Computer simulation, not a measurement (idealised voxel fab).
Process module heading - voxel transistor to metal
Section shown: cut. Width: 300 nm. Cell size: 5 nm, square.
In this document a cross-section is written as a grid of square cells. It is given as a series of bands, listed from the top down, and a band is one or more rows of cells.
A band entry consists of two parts. The first gives the height of the band's top and the height of its bottom, in nm. The rest lists the band's materials from left to right, each with its width in nm. A single material labelled with the word "throughout" fills the band from edge to edge, and the word "empty" marks empty space.
Heights are reckoned from 0. Under this level, the received wafer is all of one material. The bottommost band is open-ended downward, for example "0 -> down".
A width such as "30..40" changes by the same amount from each row of cells to the next, from the band's top row to its bottom row.
"identical to before" after a step means that no cell of the cross-section changed.
The entry titled "Tabulated closed voids" provides the empty spaces that have no open way to the top, restricted to those of 8 cells or more. Each is presented as width x height at distance, the distance being measured from the left edge, with all three in nm.
It should be noted that, on the line of a given step, the content following the step's settings is a remark produced by the simulator itself with respect to that step.
Steps that use a mask can have "overlay nm" on their line. It says how far the mask sat to the right of where it was meant to be. Negative means to the left.
# These are the steps we planned for the process
1,op RECEIVE | material Si
2,op OXIDIZE | depth nm 5
3,op CONFORMAL_DEP | material SiN | thk nm 10
4,op MASKED_ETCH | tone cover | mask id ACTIVE | width nm 115 | pitch nm 140 | etch materials SiN | depth nm 10 | overlay nm 0
5,op MASKED_ETCH | tone cover | mask id ACTIVE | width nm 115 | pitch nm 140 | etch materials SiO2 | depth nm 5 | overlay nm 0
6,op MASKED_ETCH | tone cover | mask id ACTIVE | width nm 115 | pitch nm 140 | etch materials Si | depth nm 35 | overlay nm 0
7,op OXIDIZE | depth nm 5
8,op FILL_DEP | material SiO2 | thk nm 5
9,op CMP | height nm 10
10,op SELECTIVE_ETCH | etch materials SiO2 | depth nm 10
11,op STRIP | etch materials SiN
12,op SELECTIVE_ETCH | etch materials SiO2 | depth nm 5
13,op OXIDIZE | depth nm 5
14,op DIRECTIONAL_DEP | material polySi | thk nm 30
15,op DIRECTIONAL_DEP | material SiCN | thk nm 15
16,op PATTERN | tone cover | mask id GATE | material resist | width nm 35 | pitch nm 140 | thk nm 15 | overlay nm 0
17,op DIRECTIONAL_ETCH | etch materials SiCN | depth nm 25
18,op DIRECTIONAL_ETCH | etch materials polySi | depth nm 40
19,op STRIP | etch materials resist
20,op CONFORMAL_DEP | material SiO2 | thk nm 5
21,op DIRECTIONAL_ETCH | etch materials SiO2 | depth nm 5
22,op CONFORMAL_DEP | material SiN | thk nm 10
23,op DIRECTIONAL_ETCH | etch materials SiN | depth nm 10
24,op DIRECTIONAL_ETCH | etch materials SiO2 | depth nm 5
25,op DIRECTIONAL_ETCH | etch materials Si | depth nm 10
26,op EPI | material nSi | thk nm 10
27,op FILL_DEP | material SiO2 | thk nm 10
28,op CMP | height nm 25
29,op STRIP | etch materials polySi
30,op SELECTIVE_ETCH | etch materials SiO2 | depth nm 5
31,op CONFORMAL_DEP | material HfO2 | thk nm 5
32,op CONFORMAL_DEP | material TiN | thk nm 5
33,op FILL_DEP | material W | thk nm 10
34,op CMP | height nm 20
35,op DIRECTIONAL_DEP | material SiO2 | thk nm 15
36,op DIRECTIONAL_DEP | material aC | thk nm 15
37,op PATTERN | tone open | mask id CONTACT | material resist | width nm 20 | thk nm 30 | overlay nm 0
38,op DIRECTIONAL_ETCH | etch materials aC | depth nm 15
39,op STRIP | etch materials resist
40,op DIRECTIONAL_ETCH | etch materials SiO2 | depth nm 45
41,op STRIP | etch materials aC
42,op CONFORMAL_DEP | material TiN | thk nm 5
43,op FILL_DEP | material W | thk nm 5
44,op CMP | height nm 35
45,op DIRECTIONAL_DEP | material TiN | thk nm 5
46,op DIRECTIONAL_DEP | material W | thk nm 20
47,op DIRECTIONAL_DEP | material aC | thk nm 10
48,op PATTERN | tone cover | mask id METAL_1 | material resist | width nm 20 | thk nm 25 | overlay nm 0
49,op DIRECTIONAL_ETCH | etch materials aC | depth nm 10
50,op STRIP | etch materials resist
51,op DIRECTIONAL_ETCH | etch materials W | depth nm 20
52,op DIRECTIONAL_ETCH | etch materials TiN | depth nm 5
53,op STRIP | etch materials aC
54,op FILL_DEP | material lowk | thk nm 10
55,op CMP | height nm 60
56,op CONFORMAL_DEP | material SiN | thk nm 5
# Of two wafers, the first: run according to plan
# Incoming wafer, cross-sectional view, post step 1
  0 -> down: Si throughout
  Tabulated closed voids: none
# Cross-sectional representation of the wafer at the conclusion of step 2
  0 -> -5: SiO2 throughout
  Lower than -5, everything is as it was.
# Cross-sectional representation of the wafer at the conclusion of step 3
  10 -> 0: SiN throughout
  Lower than 0, everything is as it was.
# Cross-sectional representation of the wafer at the conclusion of step 4
  10 -> 0: empty=20 | SiN=115 | empty=25 | SiN=115 | empty=25
  Lower than 0, everything is as it was.
# Cross-sectional representation of the wafer at the conclusion of step 5
  10 -> 0: empty=20 | SiN=115 | empty=25 | SiN=115 | empty=25
  0 -> -5: empty=20 | SiO2=115 | empty=25 | SiO2=115 | empty=25
  Lower than -5, everything is as it was.
# Cross-sectional representation of the wafer at the conclusion of step 6
  10 -> 0: empty=20 | SiN=115 | empty=25 | SiN=115 | empty=25
  0 -> -5: empty=20 | SiO2=115 | empty=25 | SiO2=115 | empty=25
  -5 -> -40: empty=20 | Si=115 | empty=25 | Si=115 | empty=25
  Lower than -40, everything is as it was.
# Cross-sectional representation of the wafer at the conclusion of step 7
  10 -> 0: empty=20 | SiN=115 | empty=25 | SiN=115 | empty=25
  0 -> -5: empty=20 | SiO2=115 | empty=25 | SiO2=115 | empty=25
  -5 -> -40: empty=20 | SiO2=5 | Si=105 | SiO2=5 | empty=25 | SiO2=5 | Si=105 | SiO2=5 | empty=25
  -40 -> -45: SiO2=25 | Si=105 | SiO2=35 | Si=105 | SiO2=30
  Lower than -45, everything is as it was.
# Cross-sectional representation of the wafer at the conclusion of step 8
  15 -> 10: SiO2 throughout
  10 -> 0: SiO2=20 | SiN=115 | SiO2=25 | SiN=115 | SiO2=25
  0 -> -5: SiO2 throughout
  -5 -> -45: SiO2=25 | Si=105 | SiO2=35 | Si=105 | SiO2=30
  Lower than -45, everything is as it was.
# Cross-sectional representation of the wafer at the conclusion of step 9
  10 -> 0: SiO2=20 | SiN=115 | SiO2=25 | SiN=115 | SiO2=25
  Lower than 0, everything is as it was.
# Cross-sectional representation of the wafer at the conclusion of step 10
  10 -> 0: empty=20 | SiN=115 | empty=25 | SiN=115 | empty=25
  Lower than 0, everything is as it was.
# Cross-sectional representation of the wafer at the conclusion of step 11
  0 -> -5: SiO2 throughout
  Lower than -5, everything is as it was.
# Cross-sectional representation of the wafer at the conclusion of step 12
  -5 -> -45: SiO2=25 | Si=105 | SiO2=35 | Si=105 | SiO2=30
  Lower than -45, everything is as it was.
# Cross-sectional representation of the wafer at the conclusion of step 13
  -5 -> -10: SiO2 throughout
  Lower than -10, everything is as it was.
# Cross-sectional representation of the wafer at the conclusion of step 14
  25 -> -5: polySi throughout
  Lower than -5, everything is as it was.
# Cross-sectional representation of the wafer at the conclusion of step 15
  40 -> 25: SiCN throughout
  Lower than 25, everything is as it was.
# Cross-sectional representation of the wafer at the conclusion of step 16
  55 -> 40: empty=60 | resist=35 | empty=105 | resist=35 | empty=65
  Lower than 40, everything is as it was.
# Cross-sectional representation of the wafer at the conclusion of step 17
  55 -> 40: empty=60 | resist=35 | empty=105 | resist=35 | empty=65
  40 -> 25: empty=60 | SiCN=35 | empty=105 | SiCN=35 | empty=65
  Lower than 25, everything is as it was.
# Cross-sectional representation of the wafer at the conclusion of step 18
  55 -> 40: empty=60 | resist=35 | empty=105 | resist=35 | empty=65
  40 -> 25: empty=60 | SiCN=35 | empty=105 | SiCN=35 | empty=65
  25 -> -5: empty=60 | polySi=35 | empty=105 | polySi=35 | empty=65
  Lower than -5, everything is as it was.
# Cross-sectional representation of the wafer at the conclusion of step 19
  40 -> 25: empty=60 | SiCN=35 | empty=105 | SiCN=35 | empty=65
  Lower than 25, everything is as it was.
# Cross-sectional representation of the wafer at the conclusion of step 20
  45 -> 40: empty=55 | SiO2=45 | empty=95 | SiO2=45 | empty=60
  40 -> 25: empty=55 | SiO2=5 | SiCN=35 | SiO2=5 | empty=95 | SiO2=5 | SiCN=35 | SiO2=5 | empty=60
  25 -> 0: empty=55 | SiO2=5 | polySi=35 | SiO2=5 | empty=95 | SiO2=5 | polySi=35 | SiO2=5 | empty=60
  0 -> -5: SiO2=60 | polySi=35 | SiO2=105 | polySi=35 | SiO2=65
  Lower than -5, everything is as it was.
# Cross-sectional representation of the wafer at the conclusion of step 21
  40 -> 25: empty=55 | SiO2=5 | SiCN=35 | SiO2=5 | empty=95 | SiO2=5 | SiCN=35 | SiO2=5 | empty=60
  25 -> -5: empty=55 | SiO2=5 | polySi=35 | SiO2=5 | empty=95 | SiO2=5 | polySi=35 | SiO2=5 | empty=60
  Lower than -5, everything is as it was.
# Cross-sectional representation of the wafer at the conclusion of step 22
  50 -> 40: empty=45 | SiN=65 | empty=75 | SiN=65 | empty=50
  40 -> 25: empty=45 | SiN=10 | SiO2=5 | SiCN=35 | SiO2=5 | SiN=10 | empty=75 | SiN=10 | SiO2=5 | SiCN=35 | SiO2=5 | SiN=10 | empty=50
  25 -> 5: empty=45 | SiN=10 | SiO2=5 | polySi=35 | SiO2=5 | SiN=10 | empty=75 | SiN=10 | SiO2=5 | polySi=35 | SiO2=5 | SiN=10 | empty=50
  5 -> -5: SiN=55 | SiO2=5 | polySi=35 | SiO2=5 | SiN=95 | SiO2=5 | polySi=35 | SiO2=5 | SiN=60
  Lower than -5, everything is as it was.
# Cross-sectional representation of the wafer at the conclusion of step 23
  40 -> 25: empty=45 | SiN=10 | SiO2=5 | SiCN=35 | SiO2=5 | SiN=10 | empty=75 | SiN=10 | SiO2=5 | SiCN=35 | SiO2=5 | SiN=10 | empty=50
  25 -> -5: empty=45 | SiN=10 | SiO2=5 | polySi=35 | SiO2=5 | SiN=10 | empty=75 | SiN=10 | SiO2=5 | polySi=35 | SiO2=5 | SiN=10 | empty=50
  Lower than -5, everything is as it was.
# Cross-sectional representation of the wafer at the conclusion of step 24
  40 -> 35: empty=45 | SiN=10 | empty=5 | SiCN=35 | empty=5 | SiN=10 | empty=75 | SiN=10 | empty=5 | SiCN=35 | empty=5 | SiN=10 | empty=50
  35 -> 25: empty=45 | SiN=10 | SiO2=5 | SiCN=35 | SiO2=5 | SiN=10 | empty=75 | SiN=10 | SiO2=5 | SiCN=35 | SiO2=5 | SiN=10 | empty=50
  25 -> -5: empty=45 | SiN=10 | SiO2=5 | polySi=35 | SiO2=5 | SiN=10 | empty=75 | SiN=10 | SiO2=5 | polySi=35 | SiO2=5 | SiN=10 | empty=50
  -5 -> -10: empty=45 | SiO2=65 | empty=75 | SiO2=65 | empty=50
  Lower than -10, everything is as it was.
# Cross-sectional representation of the wafer at the conclusion of step 25
  40 -> 35: empty=45 | SiN=10 | empty=5 | SiCN=35 | empty=5 | SiN=10 | empty=75 | SiN=10 | empty=5 | SiCN=35 | empty=5 | SiN=10 | empty=50
  35 -> 25: empty=45 | SiN=10 | SiO2=5 | SiCN=35 | SiO2=5 | SiN=10 | empty=75 | SiN=10 | SiO2=5 | SiCN=35 | SiO2=5 | SiN=10 | empty=50
  25 -> -5: empty=45 | SiN=10 | SiO2=5 | polySi=35 | SiO2=5 | SiN=10 | empty=75 | SiN=10 | SiO2=5 | polySi=35 | SiO2=5 | SiN=10 | empty=50
  -5 -> -10: empty=45 | SiO2=65 | empty=75 | SiO2=65 | empty=50
  -10 -> -20: SiO2=25 | empty=20 | Si=65 | empty=20 | SiO2=35 | empty=20 | Si=65 | empty=20 | SiO2=30
  Lower than -20, everything is as it was.
# Cross-sectional representation of the wafer at the conclusion of step 26
  40 -> 35: empty=45 | SiN=10 | empty=5 | SiCN=35 | empty=5 | SiN=10 | empty=75 | SiN=10 | empty=5 | SiCN=35 | empty=5 | SiN=10 | empty=50
  35 -> 25: empty=45 | SiN=10 | SiO2=5 | SiCN=35 | SiO2=5 | SiN=10 | empty=75 | SiN=10 | SiO2=5 | SiCN=35 | SiO2=5 | SiN=10 | empty=50
  25 -> 0: empty=45 | SiN=10 | SiO2=5 | polySi=35 | SiO2=5 | SiN=10 | empty=75 | SiN=10 | SiO2=5 | polySi=35 | SiO2=5 | SiN=10 | empty=50
  0 -> -5: empty=35 | nSi=10 | SiN=10 | SiO2=5 | polySi=35 | SiO2=5 | SiN=10 | nSi=10 | empty=55 | nSi=10 | SiN=10 | SiO2=5 | polySi=35 | SiO2=5 | SiN=10 | nSi=10 | empty=40
  -5 -> -10: empty=35 | nSi=10 | SiO2=65 | nSi=10 | empty=55 | nSi=10 | SiO2=65 | nSi=10 | empty=40
  -10 -> -20: SiO2=25 | nSi=20 | Si=65 | nSi=20 | SiO2=35 | nSi=20 | Si=65 | nSi=20 | SiO2=30
  Lower than -20, everything is as it was.
# Cross-sectional representation of the wafer at the conclusion of step 27
  50 -> 40: SiO2 throughout
  40 -> 25: SiO2=45 | SiN=10 | SiO2=5 | SiCN=35 | SiO2=5 | SiN=10 | SiO2=75 | SiN=10 | SiO2=5 | SiCN=35 | SiO2=5 | SiN=10 | SiO2=50
  25 -> 0: SiO2=45 | SiN=10 | SiO2=5 | polySi=35 | SiO2=5 | SiN=10 | SiO2=75 | SiN=10 | SiO2=5 | polySi=35 | SiO2=5 | SiN=10 | SiO2=50
  0 -> -5: SiO2=35 | nSi=10 | SiN=10 | SiO2=5 | polySi=35 | SiO2=5 | SiN=10 | nSi=10 | SiO2=55 | nSi=10 | SiN=10 | SiO2=5 | polySi=35 | SiO2=5 | SiN=10 | nSi=10 | SiO2=40
  -5 -> -10: SiO2=35 | nSi=10 | SiO2=65 | nSi=10 | SiO2=55 | nSi=10 | SiO2=65 | nSi=10 | SiO2=40
  Lower than -10, everything is as it was.
# Cross-sectional representation of the wafer at the conclusion of step 28
  25 -> 0: SiO2=45 | SiN=10 | SiO2=5 | polySi=35 | SiO2=5 | SiN=10 | SiO2=75 | SiN=10 | SiO2=5 | polySi=35 | SiO2=5 | SiN=10 | SiO2=50
  Lower than 0, everything is as it was.
# Cross-sectional representation of the wafer at the conclusion of step 29
  25 -> 0: SiO2=45 | SiN=10 | SiO2=5 | empty=35 | SiO2=5 | SiN=10 | SiO2=75 | SiN=10 | SiO2=5 | empty=35 | SiO2=5 | SiN=10 | SiO2=50
  0 -> -5: SiO2=35 | nSi=10 | SiN=10 | SiO2=5 | empty=35 | SiO2=5 | SiN=10 | nSi=10 | SiO2=55 | nSi=10 | SiN=10 | SiO2=5 | empty=35 | SiO2=5 | SiN=10 | nSi=10 | SiO2=40
  Lower than -5, everything is as it was.
# Cross-sectional representation of the wafer at the conclusion of step 30
  25 -> 20: empty=45 | SiN=10 | empty=45 | SiN=10 | empty=75 | SiN=10 | empty=45 | SiN=10 | empty=50
  20 -> 0: SiO2=45 | SiN=10 | empty=45 | SiN=10 | SiO2=75 | SiN=10 | empty=45 | SiN=10 | SiO2=50
  0 -> -5: SiO2=35 | nSi=10 | SiN=10 | empty=45 | SiN=10 | nSi=10 | SiO2=55 | nSi=10 | SiN=10 | empty=45 | SiN=10 | nSi=10 | SiO2=40
  -5 -> -10: SiO2=35 | nSi=10 | SiO2=10 | empty=45 | SiO2=10 | nSi=10 | SiO2=55 | nSi=10 | SiO2=10 | empty=45 | SiO2=10 | nSi=10 | SiO2=40
  Lower than -10, everything is as it was.
# Cross-sectional representation of the wafer at the conclusion of step 31
  30 -> 25: empty=40 | HfO2=20 | empty=35 | HfO2=20 | empty=65 | HfO2=20 | empty=35 | HfO2=20 | empty=45
  25 -> 20: HfO2=45 | SiN=10 | HfO2=5 | empty=35 | HfO2=5 | SiN=10 | HfO2=75 | SiN=10 | HfO2=5 | empty=35 | HfO2=5 | SiN=10 | HfO2=50
  20 -> 0: SiO2=45 | SiN=10 | HfO2=5 | empty=35 | HfO2=5 | SiN=10 | SiO2=75 | SiN=10 | HfO2=5 | empty=35 | HfO2=5 | SiN=10 | SiO2=50
  0 -> -5: SiO2=35 | nSi=10 | SiN=10 | HfO2=5 | empty=35 | HfO2=5 | SiN=10 | nSi=10 | SiO2=55 | nSi=10 | SiN=10 | HfO2=5 | empty=35 | HfO2=5 | SiN=10 | nSi=10 | SiO2=40
  -5 -> -10: SiO2=35 | nSi=10 | SiO2=10 | HfO2=45 | SiO2=10 | nSi=10 | SiO2=55 | nSi=10 | SiO2=10 | HfO2=45 | SiO2=10 | nSi=10 | SiO2=40
  Lower than -10, everything is as it was.
# Cross-sectional representation of the wafer at the conclusion of step 32
  35 -> 30: empty=35 | TiN=30 | empty=25 | TiN=30 | empty=55 | TiN=30 | empty=25 | TiN=30 | empty=40
  30 -> 25: TiN=40 | HfO2=20 | TiN=5 | empty=25 | TiN=5 | HfO2=20 | TiN=65 | HfO2=20 | TiN=5 | empty=25 | TiN=5 | HfO2=20 | TiN=45
  25 -> 20: HfO2=45 | SiN=10 | HfO2=5 | TiN=5 | empty=25 | TiN=5 | HfO2=5 | SiN=10 | HfO2=75 | SiN=10 | HfO2=5 | TiN=5 | empty=25 | TiN=5 | HfO2=5 | SiN=10 | HfO2=50
  20 -> 0: SiO2=45 | SiN=10 | HfO2=5 | TiN=5 | empty=25 | TiN=5 | HfO2=5 | SiN=10 | SiO2=75 | SiN=10 | HfO2=5 | TiN=5 | empty=25 | TiN=5 | HfO2=5 | SiN=10 | SiO2=50
  0 -> -5: SiO2=35 | nSi=10 | SiN=10 | HfO2=5 | TiN=35 | HfO2=5 | SiN=10 | nSi=10 | SiO2=55 | nSi=10 | SiN=10 | HfO2=5 | TiN=35 | HfO2=5 | SiN=10 | nSi=10 | SiO2=40
  Lower than -5, everything is as it was.
# Cross-sectional representation of the wafer at the conclusion of step 33
  45 -> 35: W throughout
  35 -> 30: W=35 | TiN=30 | W=25 | TiN=30 | W=55 | TiN=30 | W=25 | TiN=30 | W=40
  30 -> 25: TiN=40 | HfO2=20 | TiN=5 | W=25 | TiN=5 | HfO2=20 | TiN=65 | HfO2=20 | TiN=5 | W=25 | TiN=5 | HfO2=20 | TiN=45
  25 -> 20: HfO2=45 | SiN=10 | HfO2=5 | TiN=5 | W=25 | TiN=5 | HfO2=5 | SiN=10 | HfO2=75 | SiN=10 | HfO2=5 | TiN=5 | W=25 | TiN=5 | HfO2=5 | SiN=10 | HfO2=50
  20 -> 0: SiO2=45 | SiN=10 | HfO2=5 | TiN=5 | W=25 | TiN=5 | HfO2=5 | SiN=10 | SiO2=75 | SiN=10 | HfO2=5 | TiN=5 | W=25 | TiN=5 | HfO2=5 | SiN=10 | SiO2=50
  Lower than 0, everything is as it was.
# Cross-sectional representation of the wafer at the conclusion of step 34
  20 -> 0: SiO2=45 | SiN=10 | HfO2=5 | TiN=5 | W=25 | TiN=5 | HfO2=5 | SiN=10 | SiO2=75 | SiN=10 | HfO2=5 | TiN=5 | W=25 | TiN=5 | HfO2=5 | SiN=10 | SiO2=50
  Lower than 0, everything is as it was.
# Cross-sectional representation of the wafer at the conclusion of step 35
  35 -> 20: SiO2 throughout
  Lower than 20, everything is as it was.
# Cross-sectional representation of the wafer at the conclusion of step 36
  50 -> 35: aC throughout
  Lower than 35, everything is as it was.
# Cross-sectional representation of the wafer at the conclusion of step 37
  80 -> 50: resist=25 | empty=20 | resist=65 | empty=20 | resist=35 | empty=20 | resist=65 | empty=20 | resist=30
  Lower than 50, everything is as it was.
# Cross-sectional representation of the wafer at the conclusion of step 38
  65 -> 50: resist=25 | empty=20 | resist=65 | empty=20 | resist=35 | empty=20 | resist=65 | empty=20 | resist=30
  50 -> 35: aC=25 | empty=20 | aC=65 | empty=20 | aC=35 | empty=20 | aC=65 | empty=20 | aC=30
  Lower than 35, everything is as it was.
# Cross-sectional representation of the wafer at the conclusion of step 39
  50 -> 35: aC=25 | empty=20 | aC=65 | empty=20 | aC=35 | empty=20 | aC=65 | empty=20 | aC=30
  Lower than 35, everything is as it was.
# Cross-sectional representation of the wafer at the conclusion of step 40
  50 -> 35: aC=25 | empty=20 | aC=65 | empty=20 | aC=35 | empty=20 | aC=65 | empty=20 | aC=30
  35 -> 20: SiO2=25 | empty=20 | SiO2=65 | empty=20 | SiO2=35 | empty=20 | SiO2=65 | empty=20 | SiO2=30
  20 -> 0: SiO2=25 | empty=20 | SiN=10 | HfO2=5 | TiN=5 | W=25 | TiN=5 | HfO2=5 | SiN=10 | empty=20 | SiO2=35 | empty=20 | SiN=10 | HfO2=5 | TiN=5 | W=25 | TiN=5 | HfO2=5 | SiN=10 | empty=20 | SiO2=30
  0 -> -5: SiO2=25 | empty=10 | nSi=10 | SiN=10 | HfO2=5 | TiN=35 | HfO2=5 | SiN=10 | nSi=10 | empty=10 | SiO2=35 | empty=10 | nSi=10 | SiN=10 | HfO2=5 | TiN=35 | HfO2=5 | SiN=10 | nSi=10 | empty=10 | SiO2=30
  -5 -> -10: SiO2=25 | empty=10 | nSi=10 | SiO2=10 | HfO2=45 | SiO2=10 | nSi=10 | empty=10 | SiO2=35 | empty=10 | nSi=10 | SiO2=10 | HfO2=45 | SiO2=10 | nSi=10 | empty=10 | SiO2=30
  Lower than -10, everything is as it was.
# Cross-sectional representation of the wafer at the conclusion of step 41
  35 -> 20: SiO2=25 | empty=20 | SiO2=65 | empty=20 | SiO2=35 | empty=20 | SiO2=65 | empty=20 | SiO2=30
  Lower than 20, everything is as it was.
# Cross-sectional representation of the wafer at the conclusion of step 42
  40 -> 35: TiN=30 | empty=10 | TiN=75 | empty=10 | TiN=45 | empty=10 | TiN=75 | empty=10 | TiN=35
  35 -> 20: SiO2=25 | TiN=5 | empty=10 | TiN=5 | SiO2=65 | TiN=5 | empty=10 | TiN=5 | SiO2=35 | TiN=5 | empty=10 | TiN=5 | SiO2=65 | TiN=5 | empty=10 | TiN=5 | SiO2=30
  20 -> 5: SiO2=25 | TiN=5 | empty=10 | TiN=5 | SiN=10 | HfO2=5 | TiN=5 | W=25 | TiN=5 | HfO2=5 | SiN=10 | TiN=5 | empty=10 | TiN=5 | SiO2=35 | TiN=5 | empty=10 | TiN=5 | SiN=10 | HfO2=5 | TiN=5 | W=25 | TiN=5 | HfO2=5 | SiN=10 | TiN=5 | empty=10 | TiN=5 | SiO2=30
  5 -> 0: SiO2=25 | TiN=20 | SiN=10 | HfO2=5 | TiN=5 | W=25 | TiN=5 | HfO2=5 | SiN=10 | TiN=20 | SiO2=35 | TiN=20 | SiN=10 | HfO2=5 | TiN=5 | W=25 | TiN=5 | HfO2=5 | SiN=10 | TiN=20 | SiO2=30
  0 -> -5: SiO2=25 | TiN=10 | nSi=10 | SiN=10 | HfO2=5 | TiN=35 | HfO2=5 | SiN=10 | nSi=10 | TiN=10 | SiO2=35 | TiN=10 | nSi=10 | SiN=10 | HfO2=5 | TiN=35 | HfO2=5 | SiN=10 | nSi=10 | TiN=10 | SiO2=30
  -5 -> -10: SiO2=25 | TiN=10 | nSi=10 | SiO2=10 | HfO2=45 | SiO2=10 | nSi=10 | TiN=10 | SiO2=35 | TiN=10 | nSi=10 | SiO2=10 | HfO2=45 | SiO2=10 | nSi=10 | TiN=10 | SiO2=30
  Lower than -10, everything is as it was.
# Cross-sectional representation of the wafer at the conclusion of step 43
  45 -> 40: W throughout
  40 -> 35: TiN=30 | W=10 | TiN=75 | W=10 | TiN=45 | W=10 | TiN=75 | W=10 | TiN=35
  35 -> 20: SiO2=25 | TiN=5 | W=10 | TiN=5 | SiO2=65 | TiN=5 | W=10 | TiN=5 | SiO2=35 | TiN=5 | W=10 | TiN=5 | SiO2=65 | TiN=5 | W=10 | TiN=5 | SiO2=30
  20 -> 5: SiO2=25 | TiN=5 | W=10 | TiN=5 | SiN=10 | HfO2=5 | TiN=5 | W=25 | TiN=5 | HfO2=5 | SiN=10 | TiN=5 | W=10 | TiN=5 | SiO2=35 | TiN=5 | W=10 | TiN=5 | SiN=10 | HfO2=5 | TiN=5 | W=25 | TiN=5 | HfO2=5 | SiN=10 | TiN=5 | W=10 | TiN=5 | SiO2=30
  Lower than 5, everything is as it was.
# Cross-sectional representation of the wafer at the conclusion of step 44
  35 -> 20: SiO2=25 | TiN=5 | W=10 | TiN=5 | SiO2=65 | TiN=5 | W=10 | TiN=5 | SiO2=35 | TiN=5 | W=10 | TiN=5 | SiO2=65 | TiN=5 | W=10 | TiN=5 | SiO2=30
  Lower than 20, everything is as it was.
# Cross-sectional representation of the wafer at the conclusion of step 45
  40 -> 35: TiN throughout
  Lower than 35, everything is as it was.
# Cross-sectional representation of the wafer at the conclusion of step 46
  60 -> 40: W throughout
  Lower than 40, everything is as it was.
# Cross-sectional representation of the wafer at the conclusion of step 47
  70 -> 60: aC throughout
  Lower than 60, everything is as it was.
# Cross-sectional representation of the wafer at the conclusion of step 48
  95 -> 70: empty=25 | resist=20 | empty=65 | resist=20 | empty=35 | resist=20 | empty=65 | resist=20 | empty=30
  Lower than 70, everything is as it was.
# Cross-sectional representation of the wafer at the conclusion of step 49
  85 -> 70: empty=25 | resist=20 | empty=65 | resist=20 | empty=35 | resist=20 | empty=65 | resist=20 | empty=30
  70 -> 60: empty=25 | aC=20 | empty=65 | aC=20 | empty=35 | aC=20 | empty=65 | aC=20 | empty=30
  Lower than 60, everything is as it was.
# Cross-sectional representation of the wafer at the conclusion of step 50
  70 -> 60: empty=25 | aC=20 | empty=65 | aC=20 | empty=35 | aC=20 | empty=65 | aC=20 | empty=30
  Lower than 60, everything is as it was.
# Cross-sectional representation of the wafer at the conclusion of step 51
  70 -> 60: empty=25 | aC=20 | empty=65 | aC=20 | empty=35 | aC=20 | empty=65 | aC=20 | empty=30
  60 -> 40: empty=25 | W=20 | empty=65 | W=20 | empty=35 | W=20 | empty=65 | W=20 | empty=30
  Lower than 40, everything is as it was.
# Cross-sectional representation of the wafer at the conclusion of step 52
  70 -> 60: empty=25 | aC=20 | empty=65 | aC=20 | empty=35 | aC=20 | empty=65 | aC=20 | empty=30
  60 -> 40: empty=25 | W=20 | empty=65 | W=20 | empty=35 | W=20 | empty=65 | W=20 | empty=30
  40 -> 35: empty=25 | TiN=20 | empty=65 | TiN=20 | empty=35 | TiN=20 | empty=65 | TiN=20 | empty=30
  Lower than 35, everything is as it was.
# Cross-sectional representation of the wafer at the conclusion of step 53
  60 -> 40: empty=25 | W=20 | empty=65 | W=20 | empty=35 | W=20 | empty=65 | W=20 | empty=30
  Lower than 40, everything is as it was.
# Cross-sectional representation of the wafer at the conclusion of step 54
  70 -> 60: lowk throughout
  60 -> 40: lowk=25 | W=20 | lowk=65 | W=20 | lowk=35 | W=20 | lowk=65 | W=20 | lowk=30
  40 -> 35: lowk=25 | TiN=20 | lowk=65 | TiN=20 | lowk=35 | TiN=20 | lowk=65 | TiN=20 | lowk=30
  Lower than 35, everything is as it was.
# Cross-sectional representation of the wafer at the conclusion of step 55
  60 -> 40: lowk=25 | W=20 | lowk=65 | W=20 | lowk=35 | W=20 | lowk=65 | W=20 | lowk=30
  Lower than 40, everything is as it was.
# Cross-sectional representation of the wafer at the conclusion of step 56
  65 -> 60: SiN throughout
  Lower than 60, everything is as it was.
# Here the second wafer is described. Its start and its plan were those of the first wafer. Its run contained one mistake. Up to and including step 47, it did exactly what the first wafer did
# The second wafer in cross-section, at the planned close of step 48
  95 -> 70: empty=30 | resist=20 | empty=65 | resist=20 | empty=35 | resist=20 | empty=65 | resist=20 | empty=25
  Lower than 70, everything is as it was.
# The second wafer in cross-section, at the planned close of step 49
  85 -> 70: empty=30 | resist=20 | empty=65 | resist=20 | empty=35 | resist=20 | empty=65 | resist=20 | empty=25
  70 -> 60: empty=30 | aC=20 | empty=65 | aC=20 | empty=35 | aC=20 | empty=65 | aC=20 | empty=25
  Lower than 60, everything is as it was.
# The second wafer in cross-section, at the planned close of step 50
  70 -> 60: empty=30 | aC=20 | empty=65 | aC=20 | empty=35 | aC=20 | empty=65 | aC=20 | empty=25
  Lower than 60, everything is as it was.
# The second wafer in cross-section, at the planned close of step 51
  70 -> 60: empty=30 | aC=20 | empty=65 | aC=20 | empty=35 | aC=20 | empty=65 | aC=20 | empty=25
  60 -> 40: empty=30 | W=20 | empty=65 | W=20 | empty=35 | W=20 | empty=65 | W=20 | empty=25
  Lower than 40, everything is as it was.
# The second wafer in cross-section, at the planned close of step 52
  70 -> 60: empty=30 | aC=20 | empty=65 | aC=20 | empty=35 | aC=20 | empty=65 | aC=20 | empty=25
  60 -> 40: empty=30 | W=20 | empty=65 | W=20 | empty=35 | W=20 | empty=65 | W=20 | empty=25
  40 -> 35: empty=30 | TiN=20 | empty=65 | TiN=20 | empty=35 | TiN=20 | empty=65 | TiN=20 | empty=25
  Lower than 35, everything is as it was.
# The second wafer in cross-section, at the planned close of step 53
  60 -> 40: empty=30 | W=20 | empty=65 | W=20 | empty=35 | W=20 | empty=65 | W=20 | empty=25
  Lower than 40, everything is as it was.
# The second wafer in cross-section, at the planned close of step 54
  70 -> 60: lowk throughout
  60 -> 40: lowk=30 | W=20 | lowk=65 | W=20 | lowk=35 | W=20 | lowk=65 | W=20 | lowk=25
  40 -> 35: lowk=30 | TiN=20 | lowk=65 | TiN=20 | lowk=35 | TiN=20 | lowk=65 | TiN=20 | lowk=25
  Lower than 35, everything is as it was.
# The second wafer in cross-section, at the planned close of step 55
  60 -> 40: lowk=30 | W=20 | lowk=65 | W=20 | lowk=35 | W=20 | lowk=65 | W=20 | lowk=25
  Lower than 40, everything is as it was.
# The second wafer in cross-section, at the planned close of step 56
  65 -> 60: SiN throughout
  Lower than 60, everything is as it was.
Misprocessing identified: it should be noted that step 48 was executed with settings other than those planned, the operation and settings actually applied being op PATTERN | tone cover | mask id METAL_1 | material resist | width nm 20 | thk nm 25 | overlay nm 5
End check, second vs first wafer: material counts in cells match, positions do not.
